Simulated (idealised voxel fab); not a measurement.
Herein follows the process module entitled voxel wiring stack.
Shown is cross-section cut, with a width of 235 nm and square cells of size 5 nm.
The cross-sections in this document take the form of a grid made of square cells. They are written out as bands, in order from top to bottom. Each band consists of one or more rows of cells. Band entry format. Leading values: height of top, height of bottom, nm. Remainder: materials in left-to-right order, each with its width in nm. Special words: "full width" on a single material, which then fills the band edge to edge; "air", empty space. The reference from which all heights are counted is 0, the level beneath which the as-received wafer is entirely one material; the lowest band, having no lower bound, proceeds downward and is written after the example "top 0, no bottom". Read "30..40" as a graded width: first number on top, second number at the bottom, same change between each pair of neighbouring rows. It should be understood that the words "no modifications", when stated for a given step, signify that the cross-section underwent no change in any of its cells during that step. "Enclosed internal cavities" contains a list of empty spaces, each no smaller than 8 cells and without an open way to the top, written in the form width x height at distance with the distance from the left edge and all three in nm. Step line, after settings: the simulator's comment on this step. overlay nm: how far to the right of its planned place the mask lay on this masked step (negative: to the left).
# So here's the lineup of process steps we planned
1. RECEIVE,material Si
2. CONFORMAL_DEP,material SiO2,thk nm 10
3. CONFORMAL_DEP,material SiCN,thk nm 5
4. DIRECTIONAL_DEP,material lowk,thk nm 20
5. DIRECTIONAL_DEP,material aC,thk nm 10
6. PATTERN,tone open,mask id METAL_1,material resist,width nm 20,pitch nm 40,thk nm 30,overlay nm 0
7. DIRECTIONAL_ETCH,etch materials aC,depth nm 10
8. STRIP,etch materials resist
9. DIRECTIONAL_ETCH,etch materials lowk,depth nm 20
10. DIRECTIONAL_ETCH,etch materials SiCN,depth nm 5
11. STRIP,etch materials aC
12. CONFORMAL_DEP,material TiN,thk nm 5
13. FILL_DEP,material Cu,thk nm 5
14. CMP,height nm 35
15. CONFORMAL_DEP,material SiCN,thk nm 5
16. DIRECTIONAL_DEP,material lowk,thk nm 30
17. MASKED_ETCH,tone open,mask id METAL_2_HOLES,width nm 15,pitch nm 40,etch materials lowk,depth nm 30,overlay nm 0
18. MASKED_ETCH,tone open,mask id METAL_2,width nm 20,pitch nm 40,etch materials lowk,depth nm 20,overlay nm 0
19. MASKED_ETCH,tone open,mask id METAL_2,width nm 20,pitch nm 40,etch materials SiCN,depth nm 5,overlay nm 0
20. CONFORMAL_DEP,material TiN,thk nm 5
21. FILL_DEP,material Ru,thk nm 10
22. CMP,height nm 70
23. CONFORMAL_DEP,material SiCN,thk nm 5
# The first of the two wafers, which ran as planned
# Cross-section of the wafer as it came to us, i.e., already through step 1
	top 0, no bottom: Si full width
	Enclosed internal cavities: none
# How the wafer stands in section after step 2
	top 10, bottom 0: SiO2 full width
	Lower than 0, everything is as it was.
# How the wafer stands in section after step 3
	top 15, bottom 10: SiCN full width
	Lower than 10, everything is as it was.
# How the wafer stands in section after step 4
	top 35, bottom 15: lowk full width
	Lower than 15, everything is as it was.
# How the wafer stands in section after step 5
	top 45, bottom 35: aC full width
	Lower than 35, everything is as it was.
# How the wafer stands in section after step 6
	top 75, bottom 45: resist=85 / air=20 / resist=20 / air=20 / resist=90
	Lower than 45, everything is as it was.
# How the wafer stands in section after step 7
	top 65, bottom 45: resist=85 / air=20 / resist=20 / air=20 / resist=90
	top 45, bottom 35: aC=85 / air=20 / aC=20 / air=20 / aC=90
	Lower than 35, everything is as it was.
# How the wafer stands in section after step 8
	top 45, bottom 35: aC=85 / air=20 / aC=20 / air=20 / aC=90
	Lower than 35, everything is as it was.
# How the wafer stands in section after step 9
	top 45, bottom 35: aC=85 / air=20 / aC=20 / air=20 / aC=90
	top 35, bottom 15: lowk=85 / air=20 / lowk=20 / air=20 / lowk=90
	Lower than 15, everything is as it was.
# How the wafer stands in section after step 10
	top 45, bottom 35: aC=85 / air=20 / aC=20 / air=20 / aC=90
	top 35, bottom 15: lowk=85 / air=20 / lowk=20 / air=20 / lowk=90
	top 15, bottom 10: SiCN=85 / air=20 / SiCN=20 / air=20 / SiCN=90
	Lower than 10, everything is as it was.
# How the wafer stands in section after step 11
	top 35, bottom 15: lowk=85 / air=20 / lowk=20 / air=20 / lowk=90
	Lower than 15, everything is as it was.
# How the wafer stands in section after step 12
	top 40, bottom 35: TiN=90 / air=10 / TiN=30 / air=10 / TiN=95
	top 35, bottom 15: lowk=85 / TiN=5 / air=10 / TiN=5 / lowk=20 / TiN=5 / air=10 / TiN=5 / lowk=90
	top 15, bottom 10: SiCN=85 / TiN=20 / SiCN=20 / TiN=20 / SiCN=90
	Lower than 10, everything is as it was.
# How the wafer stands in section after step 13
	top 45, bottom 40: Cu full width
	top 40, bottom 35: TiN=90 / Cu=10 / TiN=30 / Cu=10 / TiN=95
	top 35, bottom 15: lowk=85 / TiN=5 / Cu=10 / TiN=5 / lowk=20 / TiN=5 / Cu=10 / TiN=5 / lowk=90
	Lower than 15, everything is as it was.
# How the wafer stands in section after step 14
	top 35, bottom 15: lowk=85 / TiN=5 / Cu=10 / TiN=5 / lowk=20 / TiN=5 / Cu=10 / TiN=5 / lowk=90
	Lower than 15, everything is as it was.
# How the wafer stands in section after step 15
	top 40, bottom 35: SiCN full width
	Lower than 35, everything is as it was.
# How the wafer stands in section after step 16
	top 70, bottom 40: lowk full width
	Lower than 40, everything is as it was.
# How the wafer stands in section after step 17
	top 70, bottom 40: lowk=85 / air=15 / lowk=25 / air=15 / lowk=95
	Lower than 40, everything is as it was.
# How the wafer stands in section after step 18
	top 70, bottom 50: lowk=85 / air=20 / lowk=20 / air=20 / lowk=90
	Lower than 50, everything is as it was.
# How the wafer stands in section after step 19
	top 70, bottom 50: lowk=85 / air=20 / lowk=20 / air=20 / lowk=90
	top 50, bottom 40: lowk=85 / air=15 / lowk=25 / air=15 / lowk=95
	top 40, bottom 35: SiCN=85 / air=15 / SiCN=25 / air=15 / SiCN=95
	Lower than 35, everything is as it was.
# How the wafer stands in section after step 20
	top 75, bottom 70: TiN=90 / air=10 / TiN=30 / air=10 / TiN=95
	top 70, bottom 55: lowk=85 / TiN=5 / air=10 / TiN=5 / lowk=20 / TiN=5 / air=10 / TiN=5 / lowk=90
	top 55, bottom 50: lowk=85 / TiN=5 / air=5 / TiN=10 / lowk=20 / TiN=5 / air=5 / TiN=10 / lowk=90
	top 50, bottom 40: lowk=85 / TiN=5 / air=5 / TiN=5 / lowk=25 / TiN=5 / air=5 / TiN=5 / lowk=95
	top 40, bottom 35: SiCN=85 / TiN=15 / SiCN=25 / TiN=15 / SiCN=95
	Lower than 35, everything is as it was.
# How the wafer stands in section after step 21
	top 85, bottom 75: Ru full width
	top 75, bottom 70: TiN=90 / Ru=10 / TiN=30 / Ru=10 / TiN=95
	top 70, bottom 55: lowk=85 / TiN=5 / Ru=10 / TiN=5 / lowk=20 / TiN=5 / Ru=10 / TiN=5 / lowk=90
	top 55, bottom 50: lowk=85 / TiN=5 / Ru=5 / TiN=10 / lowk=20 / TiN=5 / Ru=5 / TiN=10 / lowk=90
	top 50, bottom 40: lowk=85 / TiN=5 / Ru=5 / TiN=5 / lowk=25 / TiN=5 / Ru=5 / TiN=5 / lowk=95
	Lower than 40, everything is as it was.
# How the wafer stands in section after step 22
	top 70, bottom 55: lowk=85 / TiN=5 / Ru=10 / TiN=5 / lowk=20 / TiN=5 / Ru=10 / TiN=5 / lowk=90
	Lower than 55, everything is as it was.
# How the wafer stands in section after step 23
	top 75, bottom 70: SiCN full width
	Lower than 70, everything is as it was.
# Second wafer. Start and plan as for the first. One mistake made in running. Agrees with the first up to and including step 2
Look at the second wafer in cross-section at the time step 3 ought to have finished: no modifications
# Look at the second wafer in cross-section at the time step 4 ought to have finished
	top 30, bottom 10: lowk full width
	Lower than 10, everything is as it was.
# Look at the second wafer in cross-section at the time step 5 ought to have finished
	top 40, bottom 30: aC full width
	Lower than 30, everything is as it was.
# Look at the second wafer in cross-section at the time step 6 ought to have finished
	top 70, bottom 40: resist=85 / air=20 / resist=20 / air=20 / resist=90
	Lower than 40, everything is as it was.
# Look at the second wafer in cross-section at the time step 7 ought to have finished
	top 60, bottom 40: resist=85 / air=20 / resist=20 / air=20 / resist=90
	top 40, bottom 30: aC=85 / air=20 / aC=20 / air=20 / aC=90
	Lower than 30, everything is as it was.
# Look at the second wafer in cross-section at the time step 8 ought to have finished
	top 40, bottom 30: aC=85 / air=20 / aC=20 / air=20 / aC=90
	Lower than 30, everything is as it was.
# Look at the second wafer in cross-section at the time step 9 ought to have finished
	top 40, bottom 30: aC=85 / air=20 / aC=20 / air=20 / aC=90
	top 30, bottom 10: lowk=85 / air=20 / lowk=20 / air=20 / lowk=90
	Lower than 10, everything is as it was.
Look at the second wafer in cross-section at the time step 10 ought to have finished: no modifications
# Look at the second wafer in cross-section at the time step 11 ought to have finished
	top 30, bottom 10: lowk=85 / air=20 / lowk=20 / air=20 / lowk=90
	Lower than 10, everything is as it was.
# Look at the second wafer in cross-section at the time step 12 ought to have finished
	top 35, bottom 30: TiN=90 / air=10 / TiN=30 / air=10 / TiN=95
	top 30, bottom 15: lowk=85 / TiN=5 / air=10 / TiN=5 / lowk=20 / TiN=5 / air=10 / TiN=5 / lowk=90
	top 15, bottom 10: lowk=85 / TiN=20 / lowk=20 / TiN=20 / lowk=90
	Lower than 10, everything is as it was.
# Look at the second wafer in cross-section at the time step 13 ought to have finished
	top 40, bottom 35: Cu full width
	top 35, bottom 30: TiN=90 / Cu=10 / TiN=30 / Cu=10 / TiN=95
	top 30, bottom 15: lowk=85 / TiN=5 / Cu=10 / TiN=5 / lowk=20 / TiN=5 / Cu=10 / TiN=5 / lowk=90
	Lower than 15, everything is as it was.
# Look at the second wafer in cross-section at the time step 14 ought to have finished
	top 35, bottom 30: TiN=90 / Cu=10 / TiN=30 / Cu=10 / TiN=95
	Lower than 30, everything is as it was.
# Look at the second wafer in cross-section at the time step 15 ought to have finished
	top 40, bottom 35: SiCN full width
	Lower than 35, everything is as it was.
# Look at the second wafer in cross-section at the time step 16 ought to have finished
	top 70, bottom 40: lowk full width
	Lower than 40, everything is as it was.
# Look at the second wafer in cross-section at the time step 17 ought to have finished
	top 70, bottom 40: lowk=85 / air=15 / lowk=25 / air=15 / lowk=95
	Lower than 40, everything is as it was.
# Look at the second wafer in cross-section at the time step 18 ought to have finished
	top 70, bottom 50: lowk=85 / air=20 / lowk=20 / air=20 / lowk=90
	Lower than 50, everything is as it was.
# Look at the second wafer in cross-section at the time step 19 ought to have finished
	top 70, bottom 50: lowk=85 / air=20 / lowk=20 / air=20 / lowk=90
	top 50, bottom 40: lowk=85 / air=15 / lowk=25 / air=15 / lowk=95
	top 40, bottom 35: SiCN=85 / air=15 / SiCN=25 / air=15 / SiCN=95
	Lower than 35, everything is as it was.
# Look at the second wafer in cross-section at the time step 20 ought to have finished
	top 75, bottom 70: TiN=90 / air=10 / TiN=30 / air=10 / TiN=95
	top 70, bottom 55: lowk=85 / TiN=5 / air=10 / TiN=5 / lowk=20 / TiN=5 / air=10 / TiN=5 / lowk=90
	top 55, bottom 50: lowk=85 / TiN=5 / air=5 / TiN=10 / lowk=20 / TiN=5 / air=5 / TiN=10 / lowk=90
	top 50, bottom 40: lowk=85 / TiN=5 / air=5 / TiN=5 / lowk=25 / TiN=5 / air=5 / TiN=5 / lowk=95
	top 40, bottom 35: SiCN=85 / TiN=15 / SiCN=25 / TiN=15 / SiCN=95
	Lower than 35, everything is as it was.
# Look at the second wafer in cross-section at the time step 21 ought to have finished
	top 85, bottom 75: Ru full width
	top 75, bottom 70: TiN=90 / Ru=10 / TiN=30 / Ru=10 / TiN=95
	top 70, bottom 55: lowk=85 / TiN=5 / Ru=10 / TiN=5 / lowk=20 / TiN=5 / Ru=10 / TiN=5 / lowk=90
	top 55, bottom 50: lowk=85 / TiN=5 / Ru=5 / TiN=10 / lowk=20 / TiN=5 / Ru=5 / TiN=10 / lowk=90
	top 50, bottom 40: lowk=85 / TiN=5 / Ru=5 / TiN=5 / lowk=25 / TiN=5 / Ru=5 / TiN=5 / lowk=95
	Lower than 40, everything is as it was.
# Look at the second wafer in cross-section at the time step 22 ought to have finished
	top 70, bottom 55: lowk=85 / TiN=5 / Ru=10 / TiN=5 / lowk=20 / TiN=5 / Ru=10 / TiN=5 / lowk=90
	Lower than 55, everything is as it was.
# Look at the second wafer in cross-section at the time step 23 ought to have finished
	top 75, bottom 70: SiCN full width
	Lower than 70, everything is as it was.
Deviation from plan: the plan's step 3 was left out and never carried out
The closing comparison, in cells, has the second wafer with more or fewer of some materials than the first: SiCN: 39 fewer; TiN: 39 more
